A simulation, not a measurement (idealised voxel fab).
You're looking at the process module voxel transistor to metal.
In the cross-section labelled cut, the width is 150 nm and each square cell is 5 nm.
We lay out every cross-section as a grid of square cells and spell it out in bands from the top down, where one band means one or more rows of cells.
Look at the band entry: it leads with the top's height and the bottom's height in nm. Then it lists the materials left to right, with a width in nm for each. The word "throughout" on a single material says that material fills the band edge to edge. The word "empty" is empty space.
Height 0 is the level under which the wafer as received is all one material. The lowest band goes on downwards, as in "0 nm and below".
Think of "30..40" as a width that walks from the first number to the second as you go down the band, top row to bottom row, taking equal-sized steps from row to row.
Where a step carries "identical to before", the cross-section came out of it unchanged, cell for cell.
Closed empty spaces (no open way to the top) of 8 cells or more are what "Closed internal cavities" lists, each as width x height at distance from the left edge, nm for all three.
It should be noted that, on the line of a given step, the content following the step's settings is a remark produced by the simulator itself with respect to that step.
The optional step-line setting "overlay nm" applies to steps with a mask and quantifies how far to the right of its planned location the mask lay, a negative value indicating leftward placement.
Before/after cross-section pairs, one process step each; after shown to lowest changed band; step and settings beneath. Pairs may be from different runs of this module on the same starting wafer; a pair continues from the one above only where its "Prior state" entry says so.

Prior state:
	0 nm and below  Si throughout
	Closed internal cavities: none

After the Step:
	0 nm to -5 nm  SiO2 throughout
	Lower than -5, everything is as it was.
	Closed internal cavities: none
Here is the step that sits between the two cross-sections above: OXIDIZE: depth nm 5

Prior state: The initial state for this step is given by the after cross-section of the immediately preceding pair.

After the Step:
	15 nm to 0 nm  SiN throughout
	Lower than 0, everything is as it was.
	Closed internal cavities: none
Here is the step that sits between the two cross-sections above: CONFORMAL_DEP: material SiN, thk nm 15

Prior state: The initial state for this step is given by the after cross-section of the immediately preceding pair.

After the Step:
	35 nm to 15 nm  30 empty | 90 resist | 30 empty
	Lower than 15, everything is as it was.
	Closed internal cavities: none
Here is the step that sits between the two cross-sections above: PATTERN: tone cover, mask id ACTIVE, material resist, width nm 90, thk nm 20, overlay nm 0

Prior state: The initial state for this step is given by the after cross-section of the immediately preceding pair.

After the Step:
	35 nm to 15 nm  30 empty | 90 resist | 30 empty
	15 nm to 0 nm  30 empty | 90 SiN | 30 empty
	Lower than 0, everything is as it was.
	Closed internal cavities: none
Here is the step that sits between the two cross-sections above: DIRECTIONAL_ETCH: etch materials SiN, depth nm 15

Prior state: The initial state for this step is given by the after cross-section of the immediately preceding pair.

After the Step:
	35 nm to 15 nm  30 empty | 90 resist | 30 empty
	15 nm to 0 nm  30 empty | 90 SiN | 30 empty
	0 nm to -5 nm  30 empty | 90 SiO2 | 30 empty
	Lower than -5, everything is as it was.
	Closed internal cavities: none
Here is the step that sits between the two cross-sections above: DIRECTIONAL_ETCH: etch materials SiO2, depth nm 5

Prior state: The initial state for this step is given by the after cross-section of the immediately preceding pair.

After the Step:
	35 nm to 15 nm  30 empty | 90 resist | 30 empty
	15 nm to 0 nm  30 empty | 90 SiN | 30 empty
	0 nm to -5 nm  30 empty | 90 SiO2 | 30 empty
	-5 nm to -30 nm  30 empty | 90 Si | 30 empty
	Lower than -30, everything is as it was.
	Closed internal cavities: none
Here is the step that sits between the two cross-sections above: DIRECTIONAL_ETCH: etch materials Si, depth nm 25

Prior state: The initial state for this step is given by the after cross-section of the immediately preceding pair.

After the Step:
	15 nm to 0 nm  30 empty | 90 SiN | 30 empty
	Lower than 0, everything is as it was.
	Closed internal cavities: none
Here is the step that sits between the two cross-sections above: STRIP: etch materials resist

Prior state: The initial state for this step is given by the after cross-section of the immediately preceding pair.

After the Step:
	20 nm to 15 nm  SiO2 throughout
	15 nm to 0 nm  30 SiO2 | 90 SiN | 30 SiO2
	0 nm to -5 nm  SiO2 throughout
	-5 nm to -30 nm  30 SiO2 | 90 Si | 30 SiO2
	Lower than -30, everything is as it was.
	Closed internal cavities: none
Here is the step that sits between the two cross-sections above: FILL_DEP: material SiO2, thk nm 5

Prior state: The initial state for this step is given by the after cross-section of the immediately preceding pair.

After the Step:
	15 nm to 0 nm  30 SiO2 | 90 SiN | 30 SiO2
	Lower than 0, everything is as it was.
	Closed internal cavities: none
Here is the step that sits between the two cross-sections above: CMP: height nm 15

Prior state: The initial state for this step is given by the after cross-section of the immediately preceding pair.

After the Step:
	15 nm to 0 nm  30 empty | 90 SiN | 30 empty
	Lower than 0, everything is as it was.
	Closed internal cavities: none
Here is the step that sits between the two cross-sections above: SELECTIVE_ETCH: etch materials SiO2, depth nm 15

Prior state: The initial state for this step is given by the after cross-section of the immediately preceding pair.

After the Step:
	0 nm to -5 nm  SiO2 throughout
	Lower than -5, everything is as it was.
	Closed internal cavities: none
Here is the step that sits between the two cross-sections above: STRIP: etch materials SiN

Prior state: The initial state for this step is given by the after cross-section of the immediately preceding pair.

After the Step:
	-5 nm to -30 nm  30 SiO2 | 90 Si | 30 SiO2
	Lower than -30, everything is as it was.
	Closed internal cavities: none
Here is the step that sits between the two cross-sections above: SELECTIVE_ETCH: etch materials SiO2, depth nm 5

Prior state: The initial state for this step is given by the after cross-section of the immediately preceding pair.

After the Step:
	-5 nm to -10 nm  SiO2 throughout
	Lower than -10, everything is as it was.
	Closed internal cavities: none
Here is the step that sits between the two cross-sections above: OXIDIZE: depth nm 5

Prior state: The initial state for this step is given by the after cross-section of the immediately preceding pair.

After the Step:
	20 nm to -5 nm  polySi throughout
	Lower than -5, everything is as it was.
	Closed internal cavities: none
Here is the step that sits between the two cross-sections above: DIRECTIONAL_DEP: material polySi, thk nm 25

Prior state: The initial state for this step is given by the after cross-section of the immediately preceding pair.

After the Step:
	35 nm to 20 nm  SiCN throughout
	Lower than 20, everything is as it was.
	Closed internal cavities: none
Here is the step that sits between the two cross-sections above: DIRECTIONAL_DEP: material SiCN, thk nm 15

Prior state: The initial state for this step is given by the after cross-section of the immediately preceding pair.

After the Step:
	35 nm to 20 nm  65 empty | 20 SiCN | 65 empty
	Lower than 20, everything is as it was.
	Closed internal cavities: none
Here is the step that sits between the two cross-sections above: MASKED_ETCH: tone cover, mask id GATE, width nm 20, etch materials SiCN, depth nm 25, overlay nm 0

Prior state: The initial state for this step is given by the after cross-section of the immediately preceding pair.

After the Step:
	35 nm to 20 nm  65 empty | 20 SiCN | 65 empty
	20 nm to -5 nm  65 empty | 20 polySi | 65 empty
	Lower than -5, everything is as it was.
	Closed internal cavities: none
Here is the step that sits between the two cross-sections above: MASKED_ETCH: tone cover, mask id GATE, width nm 20, etch materials polySi, depth nm 35, overlay nm 0

Prior state: The initial state for this step is given by the after cross-section of the immediately preceding pair.

After the Step:
	45 nm to 35 nm  55 empty | 40 SiN | 55 empty
	35 nm to 20 nm  55 empty | 10 SiN | 20 SiCN | 10 SiN | 55 empty
	20 nm to 5 nm  55 empty | 10 SiN | 20 polySi | 10 SiN | 55 empty
	5 nm to -5 nm  65 SiN | 20 polySi | 65 SiN
	Lower than -5, everything is as it was.
	Closed internal cavities: none
Here is the step that sits between the two cross-sections above: CONFORMAL_DEP: material SiN, thk nm 10

Prior state: The initial state for this step is given by the after cross-section of the immediately preceding pair.

After the Step:
	35 nm to 20 nm  55 empty | 10 SiN | 20 SiCN | 10 SiN | 55 empty
	20 nm to -5 nm  55 empty | 10 SiN | 20 polySi | 10 SiN | 55 empty
	Lower than -5, everything is as it was.
	Closed internal cavities: none
Here is the step that sits between the two cross-sections above: DIRECTIONAL_ETCH: etch materials SiN, depth nm 10

Prior state: The initial state for this step is given by the after cross-section of the immediately preceding pair.

After the Step:
	35 nm to 20 nm  55 empty | 10 SiN | 20 SiCN | 10 SiN | 55 empty
	20 nm to -5 nm  55 empty | 10 SiN | 20 polySi | 10 SiN | 55 empty
	-5 nm to -10 nm  55 empty | 40 SiO2 | 55 empty
	Lower than -10, everything is as it was.
	Closed internal cavities: none
Here is the step that sits between the two cross-sections above: DIRECTIONAL_ETCH: etch materials SiO2, depth nm 5

Prior state: The initial state for this step is given by the after cross-section of the immediately preceding pair.

After the Step:
	35 nm to 20 nm  55 empty | 10 SiN | 20 SiCN | 10 SiN | 55 empty
	20 nm to -5 nm  55 empty | 10 SiN | 20 polySi | 10 SiN | 55 empty
	-5 nm to -10 nm  55 empty | 40 SiO2 | 55 empty
	-10 nm to -15 nm  30 SiO2 | 25 empty | 40 Si | 25 empty | 30 SiO2
	Lower than -15, everything is as it was.
	Closed internal cavities: none
Here is the step that sits between the two cross-sections above: DIRECTIONAL_ETCH: etch materials Si, depth nm 5

Prior state: The initial state for this step is given by the after cross-section of the immediately preceding pair.

After the Step:
	35 nm to 20 nm  55 empty | 10 SiN | 20 SiCN | 10 SiN | 55 empty
	20 nm to 0 nm  55 empty | 10 SiN | 20 polySi | 10 SiN | 55 empty
	0 nm to -5 nm  45 empty | 10 SiGe | 10 SiN | 20 polySi | 10 SiN | 10 SiGe | 45 empty
	-5 nm to -10 nm  25 empty | 30 SiGe | 40 SiO2 | 30 SiGe | 25 empty
	-10 nm to -15 nm  30 SiO2 | 25 SiGe | 40 Si | 25 SiGe | 30 SiO2
	Lower than -15, everything is as it was.
	Closed internal cavities: none
Here is the step that sits between the two cross-sections above: EPI: material SiGe, thk nm 10

Prior state: The initial state for this step is given by the after cross-section of the immediately preceding pair.

After the Step:
	40 nm to 35 nm  SiO2 throughout
	35 nm to 20 nm  55 SiO2 | 10 SiN | 20 SiCN | 10 SiN | 55 SiO2
	20 nm to 0 nm  55 SiO2 | 10 SiN | 20 polySi | 10 SiN | 55 SiO2
	0 nm to -5 nm  45 SiO2 | 10 SiGe | 10 SiN | 20 polySi | 10 SiN | 10 SiGe | 45 SiO2
	-5 nm to -10 nm  25 SiO2 | 30 SiGe | 40 SiO2 | 30 SiGe | 25 SiO2
	Lower than -10, everything is as it was.
	Closed internal cavities: none
Here is the step that sits between the two cross-sections above: FILL_DEP: material SiO2, thk nm 5

Prior state: The initial state for this step is given by the after cross-section of the immediately preceding pair.

After the Step:
	35 nm to 20 nm  55 SiO2 | 10 SiN | 20 SiCN | 10 SiN | 55 SiO2
	Lower than 20, everything is as it was.
	Closed internal cavities: none
Here is the step that sits between the two cross-sections above: CMP: height nm 35

Prior state: The initial state for this step is given by the after cross-section of the immediately preceding pair.

After the Step:
	50 nm to 35 nm  SiO2 throughout
	Lower than 35, everything is as it was.
	Closed internal cavities: none
Here is the step that sits between the two cross-sections above: DIRECTIONAL_DEP: material SiO2, thk nm 15

Prior state: The initial state for this step is given by the after cross-section of the immediately preceding pair.

After the Step:
	70 nm to 50 nm  35 resist | 15 empty | 50 resist | 15 empty | 35 resist
	Lower than 50, everything is as it was.
	Closed internal cavities: none
Here is the step that sits between the two cross-sections above: PATTERN: tone open, mask id CONTACT, material resist, width nm 15, pitch nm 65, thk nm 20, overlay nm 0

Prior state: The initial state for this step is given by the after cross-section of the immediately preceding pair.

After the Step:
	70 nm to 50 nm  35 resist | 15 empty | 50 resist | 15 empty | 35 resist
	50 nm to 35 nm  35 SiO2 | 15 empty | 50 SiO2 | 15 empty | 35 SiO2
	35 nm to 20 nm  35 SiO2 | 15 empty | 5 SiO2 | 10 SiN | 20 SiCN | 10 SiN | 5 SiO2 | 15 empty | 35 SiO2
	20 nm to 0 nm  35 SiO2 | 15 empty | 5 SiO2 | 10 SiN | 20 polySi | 10 SiN | 5 SiO2 | 15 empty | 35 SiO2
	0 nm to -5 nm  35 SiO2 | 10 empty | 10 SiGe | 10 SiN | 20 polySi | 10 SiN | 10 SiGe | 10 empty | 35 SiO2
	Lower than -5, everything is as it was.
	Closed internal cavities: none
Here is the step that sits between the two cross-sections above: DIRECTIONAL_ETCH: etch materials SiO2, depth nm 55

Prior state: The initial state for this step is given by the after cross-section of the immediately preceding pair.

After the Step:
	50 nm to 35 nm  35 SiO2 | 15 empty | 50 SiO2 | 15 empty | 35 SiO2
	Lower than 35, everything is as it was.
	Closed internal cavities: none
Here is the step that sits between the two cross-sections above: STRIP: etch materials resist

Prior state: The initial state for this step is given by the after cross-section of the immediately preceding pair.

After the Step:
	55 nm to 50 nm  40 TiN | 5 empty | 60 TiN | 5 empty | 40 TiN
	50 nm to 35 nm  35 SiO2 | 5 TiN | 5 empty | 5 TiN | 50 SiO2 | 5 TiN | 5 empty | 5 TiN | 35 SiO2
	35 nm to 20 nm  35 SiO2 | 5 TiN | 5 empty | 5 TiN | 5 SiO2 | 10 SiN | 20 SiCN | 10 SiN | 5 SiO2 | 5 TiN | 5 empty | 5 TiN | 35 SiO2
	20 nm to 5 nm  35 SiO2 | 5 TiN | 5 empty | 5 TiN | 5 SiO2 | 10 SiN | 20 polySi | 10 SiN | 5 SiO2 | 5 TiN | 5 empty | 5 TiN | 35 SiO2
	5 nm to 0 nm  35 SiO2 | 15 TiN | 5 SiO2 | 10 SiN | 20 polySi | 10 SiN | 5 SiO2 | 15 TiN | 35 SiO2
	0 nm to -5 nm  35 SiO2 | 10 TiN | 10 SiGe | 10 SiN | 20 polySi | 10 SiN | 10 SiGe | 10 TiN | 35 SiO2
	Lower than -5, everything is as it was.
	Closed internal cavities: none
Here is the step that sits between the two cross-sections above: CONFORMAL_DEP: material TiN, thk nm 5

Prior state: The initial state for this step is given by the after cross-section of the immediately preceding pair.

After the Step:
	65 nm to 55 nm  W throughout
	55 nm to 50 nm  40 TiN | 5 W | 60 TiN | 5 W | 40 TiN
	50 nm to 35 nm  35 SiO2 | 5 TiN | 5 W | 5 TiN | 50 SiO2 | 5 TiN | 5 W | 5 TiN | 35 SiO2
	35 nm to 20 nm  35 SiO2 | 5 TiN | 5 W | 5 TiN | 5 SiO2 | 10 SiN | 20 SiCN | 10 SiN | 5 SiO2 | 5 TiN | 5 W | 5 TiN | 35 SiO2
	20 nm to 5 nm  35 SiO2 | 5 TiN | 5 W | 5 TiN | 5 SiO2 | 10 SiN | 20 polySi | 10 SiN | 5 SiO2 | 5 TiN | 5 W | 5 TiN | 35 SiO2
	Lower than 5, everything is as it was.
	Closed internal cavities: none
Here is the step that sits between the two cross-sections above: FILL_DEP: material W, thk nm 10

Prior state: The initial state for this step is given by the after cross-section of the immediately preceding pair.

After the Step:
	50 nm to 35 nm  35 SiO2 | 5 TiN | 5 W | 5 TiN | 50 SiO2 | 5 TiN | 5 W | 5 TiN | 35 SiO2
	Lower than 35, everything is as it was.
	Closed internal cavities: none
Here is the step that sits between the two cross-sections above: CMP: height nm 50

Prior state: The initial state for this step is given by the after cross-section of the immediately preceding pair.

After the Step:
	55 nm to 50 nm  TiN throughout
	Lower than 50, everything is as it was.
	Closed internal cavities: none
Here is the step that sits between the two cross-sections above: DIRECTIONAL_DEP: material TiN, thk nm 5

Prior state: The initial state for this step is given by the after cross-section of the immediately preceding pair.

After the Step:
	80 nm to 55 nm  Ru throughout
	Lower than 55, everything is as it was.
	Closed internal cavities: none
Here is the step that sits between the two cross-sections above: DIRECTIONAL_DEP: material Ru, thk nm 25

Prior state: The initial state for this step is given by the after cross-section of the immediately preceding pair.

After the Step:
	90 nm to 80 nm  aC throughout
	Lower than 80, everything is as it was.
	Closed internal cavities: none
Here is the step that sits between the two cross-sections above: DIRECTIONAL_DEP: material aC, thk nm 10

Prior state: The initial state for this step is given by the after cross-section of the immediately preceding pair.

After the Step:
	115 nm to 90 nm  35 empty | 15 resist | 50 empty | 15 resist | 35 empty
	Lower than 90, everything is as it was.
	Closed internal cavities: none
Here is the step that sits between the two cross-sections above: PATTERN: tone cover, mask id METAL_1, material resist, width nm 15, pitch nm 65, thk nm 25, overlay nm 0

Prior state: The initial state for this step is given by the after cross-section of the immediately preceding pair.

After the Step:
	105 nm to 90 nm  35 empty | 15 resist | 50 empty | 15 resist | 35 empty
	90 nm to 80 nm  35 empty | 15 aC | 50 empty | 15 aC | 35 empty
	Lower than 80, everything is as it was.
	Closed internal cavities: none
Here is the step that sits between the two cross-sections above: DIRECTIONAL_ETCH: etch materials aC, depth nm 10

Prior state: The initial state for this step is given by the after cross-section of the immediately preceding pair.

After the Step:
	90 nm to 80 nm  35 empty | 15 aC | 50 empty | 15 aC | 35 empty
	Lower than 80, everything is as it was.
	Closed internal cavities: none
Here is the step that sits between the two cross-sections above: STRIP: etch materials resist

Prior state: The initial state for this step is given by the after cross-section of the immediately preceding pair.

After the Step:
	90 nm to 80 nm  35 empty | 15 aC | 50 empty | 15 aC | 35 empty
	80 nm to 55 nm  35 empty | 15 Ru | 50 empty | 15 Ru | 35 empty
	Lower than 55, everything is as it was.
	Closed internal cavities: none
Here is the step that sits between the two cross-sections above: DIRECTIONAL_ETCH: etch materials Ru, depth nm 25

Prior state: The initial state for this step is given by the after cross-section of the immediately preceding pair.

After the Step:
	90 nm to 80 nm  35 empty | 15 aC | 50 empty | 15 aC | 35 empty
	80 nm to 55 nm  35 empty | 15 Ru | 50 empty | 15 Ru | 35 empty
	55 nm to 50 nm  35 empty | 15 TiN | 50 empty | 15 TiN | 35 empty
	Lower than 50, everything is as it was.
	Closed internal cavities: none
Here is the step that sits between the two cross-sections above: DIRECTIONAL_ETCH: etch materials TiN, depth nm 5

Prior state: The initial state for this step is given by the after cross-section of the immediately preceding pair.

After the Step:
	80 nm to 55 nm  35 empty | 15 Ru | 50 empty | 15 Ru | 35 empty
	Lower than 55, everything is as it was.
	Closed internal cavities: none
Here is the step that sits between the two cross-sections above: STRIP: etch materials aC

Prior state: The initial state for this step is given by the after cross-section of the immediately preceding pair.

After the Step:
	85 nm to 80 nm  30 empty | 25 SiN | 40 empty | 25 SiN | 30 empty
	80 nm to 55 nm  30 empty | 5 SiN | 15 Ru | 5 SiN | 40 empty | 5 SiN | 15 Ru | 5 SiN | 30 empty
	55 nm to 50 nm  35 SiN | 15 TiN | 50 SiN | 15 TiN | 35 SiN
	Lower than 50, everything is as it was.
	Closed internal cavities: none
Here is the step that sits between the two cross-sections above: CONFORMAL_DEP: material SiN, thk nm 5

Prior state: The initial state for this step is given by the after cross-section of the immediately preceding pair.

After the Step:
	90 nm to 85 nm  SiO2 throughout
	85 nm to 80 nm  30 SiO2 | 25 SiN | 40 SiO2 | 25 SiN | 30 SiO2
	80 nm to 55 nm  30 SiO2 | 5 SiN | 15 Ru | 5 SiN | 40 SiO2 | 5 SiN | 15 Ru | 5 SiN | 30 SiO2
	Lower than 55, everything is as it was.
	Closed internal cavities: none
Here is the step that sits between the two cross-sections above: FILL_DEP: material SiO2, thk nm 5

Prior state: The initial state for this step is given by the after cross-section of the immediately preceding pair.

After the Step:
	80 nm to 55 nm  30 SiO2 | 5 SiN | 15 Ru | 5 SiN | 40 SiO2 | 5 SiN | 15 Ru | 5 SiN | 30 SiO2
	Lower than 55, everything is as it was.
	Closed internal cavities: none
Here is the step that sits between the two cross-sections above: CMP: height nm 80

Prior state: The initial state for this step is given by the after cross-section of the immediately preceding pair.

After the Step:
	85 nm to 80 nm  SiCN throughout
	Lower than 80, everything is as it was.
	Closed internal cavities: none
Here is the step that sits between the two cross-sections above: CONFORMAL_DEP: material SiCN, thk nm 5

Prior state: The initial state for this step is given by the after cross-section of the immediately preceding pair.

After the Step:
	120 nm to 85 nm  SiO2 throughout
	Lower than 85, everything is as it was.
	Closed internal cavities: none
Here is the step that sits between the two cross-sections above: DIRECTIONAL_DEP: material SiO2, thk nm 35

Prior state: The initial state for this step is given by the after cross-section of the immediately preceding pair.

After the Step:
	140 nm to 120 nm  35 resist | 15 empty | 50 resist | 15 empty | 35 resist
	Lower than 120, everything is as it was.
	Closed internal cavities: none
Here is the step that sits between the two cross-sections above: PATTERN: tone open, mask id METAL_2, material resist, width nm 15, pitch nm 65, thk nm 20, overlay nm 0

Prior state: The initial state for this step is given by the after cross-section of the immediately preceding pair.

After the Step:
	140 nm to 120 nm  35 resist | 15 empty | 50 resist | 15 empty | 35 resist
	120 nm to 100 nm  35 SiO2 | 15 empty | 50 SiO2 | 15 empty | 35 SiO2
	Lower than 100, everything is as it was.
	Closed internal cavities: none
Here is the step that sits between the two cross-sections above: DIRECTIONAL_ETCH: etch materials SiO2, depth nm 20

Prior state: The initial state for this step is given by the after cross-section of the immediately preceding pair.

After the Step:
	120 nm to 100 nm  35 SiO2 | 15 empty | 50 SiO2 | 15 empty | 35 SiO2
	Lower than 100, everything is as it was.
	Closed internal cavities: none
Here is the step that sits between the two cross-sections above: STRIP: etch materials resist

Prior state: The initial state for this step is given by the after cross-section of the immediately preceding pair.

After the Step:
	140 nm to 120 nm  35 resist | 15 empty | 50 resist | 15 empty | 35 resist
	Lower than 120, everything is as it was.
	Closed internal cavities: none
Here is the step that sits between the two cross-sections above: PATTERN: tone open, mask id METAL_2_HOLES, material resist, width nm 15, pitch nm 65, thk nm 20, overlay nm 0

Prior state: The initial state for this step is given by the after cross-section of the immediately preceding pair.

After the Step:
	140 nm to 120 nm  35 resist | 15 empty | 50 resist | 15 empty | 35 resist
	120 nm to 85 nm  35 SiO2 | 15 empty | 50 SiO2 | 15 empty | 35 SiO2
	Lower than 85, everything is as it was.
	Closed internal cavities: none
Here is the step that sits between the two cross-sections above: DIRECTIONAL_ETCH: etch materials SiO2, depth nm 15

Prior state: The initial state for this step is given by the after cross-section of the immediately preceding pair.

After the Step:
	140 nm to 120 nm  35 resist | 15 empty | 50 resist | 15 empty | 35 resist
	120 nm to 85 nm  35 SiO2 | 15 empty | 50 SiO2 | 15 empty | 35 SiO2
	85 nm to 80 nm  35 SiCN | 15 empty | 50 SiCN | 15 empty | 35 SiCN
	Lower than 80, everything is as it was.
	Closed internal cavities: none
Here is the step that sits between the two cross-sections above: DIRECTIONAL_ETCH: etch materials SiCN, depth nm 5

Prior state: The initial state for this step is given by the after cross-section of the immediately preceding pair.

After the Step:
	120 nm to 85 nm  35 SiO2 | 15 empty | 50 SiO2 | 15 empty | 35 SiO2
	Lower than 85, everything is as it was.
	Closed internal cavities: none
Here is the step that sits between the two cross-sections above: STRIP: etch materials resist

Prior state: The initial state for this step is given by the after cross-section of the immediately preceding pair.

After the Step:
	125 nm to 120 nm  40 TiN | 5 empty | 60 TiN | 5 empty | 40 TiN
	120 nm to 85 nm  35 SiO2 | 5 TiN | 5 empty | 5 TiN | 50 SiO2 | 5 TiN | 5 empty | 5 TiN | 35 SiO2
	85 nm to 80 nm  35 SiCN | 15 TiN | 50 SiCN | 15 TiN | 35 SiCN
	Lower than 80, everything is as it was.
	Closed internal cavities: none
Here is the step that sits between the two cross-sections above: CONFORMAL_DEP: material TiN, thk nm 5

Prior state: The initial state for this step is given by the after cross-section of the immediately preceding pair.

After the Step:
	135 nm to 125 nm  Ru throughout
	125 nm to 120 nm  40 TiN | 5 Ru | 60 TiN | 5 Ru | 40 TiN
	120 nm to 85 nm  35 SiO2 | 5 TiN | 5 Ru | 5 TiN | 50 SiO2 | 5 TiN | 5 Ru | 5 TiN | 35 SiO2
	Lower than 85, everything is as it was.
	Closed internal cavities: none
Here is the step that sits between the two cross-sections above: FILL_DEP: material Ru, thk nm 10

Prior state: The initial state for this step is given by the after cross-section of the immediately preceding pair.

After the Step:
	120 nm to 85 nm  35 SiO2 | 5 TiN | 5 Ru | 5 TiN | 50 SiO2 | 5 TiN | 5 Ru | 5 TiN | 35 SiO2
	Lower than 85, everything is as it was.
	Closed internal cavities: none
Here is the step that sits between the two cross-sections above: CMP: height nm 120

Prior state: The initial state for this step is given by the after cross-section of the immediately preceding pair.

After the Step:
	125 nm to 120 nm  SiN throughout
	Lower than 120, everything is as it was.
	Closed internal cavities: none
Here is the step that sits between the two cross-sections above: CONFORMAL_DEP: material SiN, thk nm 5

Prior state:
	135 nm to 125 nm  Ru throughout
	125 nm to 120 nm  40 TiN | 5 Ru | 60 TiN | 5 Ru | 40 TiN
	120 nm to 85 nm  35 SiO2 | 5 TiN | 5 Ru | 5 TiN | 50 SiO2 | 5 TiN | 5 Ru | 5 TiN | 35 SiO2
	85 nm to 80 nm  35 SiCN | 15 TiN | 50 SiCN | 15 TiN | 35 SiCN
	80 nm to 55 nm  30 SiO2 | 5 SiN | 15 Ru | 5 SiN | 40 SiO2 | 5 SiN | 15 Ru | 5 SiN | 30 SiO2
	55 nm to 50 nm  35 SiN | 15 TiN | 50 SiN | 15 TiN | 35 SiN
	50 nm to 35 nm  35 SiO2 | 5 TiN | 5 W | 5 TiN | 50 SiO2 | 5 TiN | 5 W | 5 TiN | 35 SiO2
	35 nm to 20 nm  35 SiO2 | 5 TiN | 5 W | 5 TiN | 5 SiO2 | 10 SiN | 20 SiCN | 10 SiN | 5 SiO2 | 5 TiN | 5 W | 5 TiN | 35 SiO2
	20 nm to 5 nm  35 SiO2 | 5 TiN | 5 W | 5 TiN | 5 SiO2 | 10 SiN | 20 polySi | 10 SiN | 5 SiO2 | 5 TiN | 5 W | 5 TiN | 35 SiO2
	5 nm to 0 nm  35 SiO2 | 15 TiN | 5 SiO2 | 10 SiN | 20 polySi | 10 SiN | 5 SiO2 | 15 TiN | 35 SiO2
	0 nm to -5 nm  35 SiO2 | 10 TiN | 10 SiGe | 10 SiN | 20 polySi | 10 SiN | 10 SiGe | 10 TiN | 35 SiO2
	-5 nm to -10 nm  25 SiO2 | 30 SiGe | 40 SiO2 | 30 SiGe | 25 SiO2
	-10 nm to -15 nm  30 SiO2 | 25 SiGe | 40 Si | 25 SiGe | 30 SiO2
	-15 nm to -30 nm  30 SiO2 | 90 Si | 30 SiO2
	-30 nm and below  Si throughout
	Closed internal cavities: none

After the Step:
	140 nm to 135 nm  SiN throughout
	Lower than 135, everything is as it was.
	Closed internal cavities: none
Here is the step that sits between the two cross-sections above: CONFORMAL_DEP: material SiN, thk nm 5

Prior state:
	35 nm to 15 nm  30 empty | 90 resist | 30 empty
	15 nm to 0 nm  30 empty | 90 SiN | 30 empty
	0 nm to -5 nm  30 empty | 90 SiO2 | 30 empty
	-5 nm to -30 nm  30 empty | 90 Si | 30 empty
	-30 nm and below  Si throughout
	Closed internal cavities: none

After the Step:
	35 nm to 15 nm  30 empty | 90 resist | 30 empty
	15 nm to 0 nm  30 empty | 90 SiN | 30 empty
	0 nm to -5 nm  30 empty | 90 SiO2 | 30 empty
	-5 nm to -55 nm  30 empty | 90 Si | 30 empty
	Lower than -55, everything is as it was.
	Closed internal cavities: none
Here is the step that sits between the two cross-sections above: DIRECTIONAL_ETCH: etch materials Si, depth nm 25

Prior state: The initial state for this step is given by the after cross-section of the immediately preceding pair.

After the Step:
	15 nm to 0 nm  30 empty | 90 SiN | 30 empty
	Lower than 0, everything is as it was.
	Closed internal cavities: none
Here is the step that sits between the two cross-sections above: STRIP: etch materials resist

Prior state: The initial state for this step is given by the after cross-section of the immediately preceding pair.

After the Step:
	20 nm to 15 nm  SiO2 throughout
	15 nm to 0 nm  30 SiO2 | 90 SiN | 30 SiO2
	0 nm to -5 nm  SiO2 throughout
	-5 nm to -55 nm  30 SiO2 | 90 Si | 30 SiO2
	Lower than -55, everything is as it was.
	Closed internal cavities: none
Here is the step that sits between the two cross-sections above: FILL_DEP: material SiO2, thk nm 5

Prior state: The initial state for this step is given by the after cross-section of the immediately preceding pair.

After the Step:
	15 nm to 0 nm  30 SiO2 | 90 SiN | 30 SiO2
	Lower than 0, everything is as it was.
	Closed internal cavities: none
Here is the step that sits between the two cross-sections above: CMP: height nm 15

Prior state: The initial state for this step is given by the after cross-section of the immediately preceding pair.

After the Step:
	15 nm to 0 nm  30 empty | 90 SiN | 30 empty
	Lower than 0, everything is as it was.
	Closed internal cavities: none
Here is the step that sits between the two cross-sections above: SELECTIVE_ETCH: etch materials SiO2, depth nm 15

Prior state: The initial state for this step is given by the after cross-section of the immediately preceding pair.

After the Step:
	0 nm to -5 nm  SiO2 throughout
	Lower than -5, everything is as it was.
	Closed internal cavities: none
Here is the step that sits between the two cross-sections above: STRIP: etch materials SiN

Prior state: The initial state for this step is given by the after cross-section of the immediately preceding pair.

After the Step:
	-5 nm to -55 nm  30 SiO2 | 90 Si | 30 SiO2
	Lower than -55, everything is as it was.
	Closed internal cavities: none
Here is the step that sits between the two cross-sections above: SELECTIVE_ETCH: etch materials SiO2, depth nm 5

Prior state: The initial state for this step is given by the after cross-section of the immediately preceding pair.

After the Step:
	-5 nm to -10 nm  SiO2 throughout
	Lower than -10, everything is as it was.
	Closed internal cavities: none
Here is the step that sits between the two cross-sections above: OXIDIZE: depth nm 5

Prior state: The initial state for this step is given by the after cross-section of the immediately preceding pair.

After the Step:
	20 nm to -5 nm  polySi throughout
	Lower than -5, everything is as it was.
	Closed internal cavities: none
Here is the step that sits between the two cross-sections above: DIRECTIONAL_DEP: material polySi, thk nm 25

Prior state: The initial state for this step is given by the after cross-section of the immediately preceding pair.

After the Step:
	35 nm to 20 nm  SiCN throughout
	Lower than 20, everything is as it was.
	Closed internal cavities: none
Here is the step that sits between the two cross-sections above: DIRECTIONAL_DEP: material SiCN, thk nm 15

Prior state: The initial state for this step is given by the after cross-section of the immediately preceding pair.

After the Step:
	35 nm to 20 nm  65 empty | 20 SiCN | 65 empty
	Lower than 20, everything is as it was.
	Closed internal cavities: none
Here is the step that sits between the two cross-sections above: MASKED_ETCH: tone cover, mask id GATE, width nm 20, etch materials SiCN, depth nm 25, overlay nm 0

Prior state: The initial state for this step is given by the after cross-section of the immediately preceding pair.

After the Step:
	35 nm to 20 nm  65 empty | 20 SiCN | 65 empty
	20 nm to -5 nm  65 empty | 20 polySi | 65 empty
	Lower than -5, everything is as it was.
	Closed internal cavities: none
Here is the step that sits between the two cross-sections above: MASKED_ETCH: tone cover, mask id GATE, width nm 20, etch materials polySi, depth nm 35, overlay nm 0

Prior state: The initial state for this step is given by the after cross-section of the immediately preceding pair.

After the Step:
	45 nm to 35 nm  55 empty | 40 SiN | 55 empty
	35 nm to 20 nm  55 empty | 10 SiN | 20 SiCN | 10 SiN | 55 empty
	20 nm to 5 nm  55 empty | 10 SiN | 20 polySi | 10 SiN | 55 empty
	5 nm to -5 nm  65 SiN | 20 polySi | 65 SiN
	Lower than -5, everything is as it was.
	Closed internal cavities: none
Here is the step that sits between the two cross-sections above: CONFORMAL_DEP: material SiN, thk nm 10
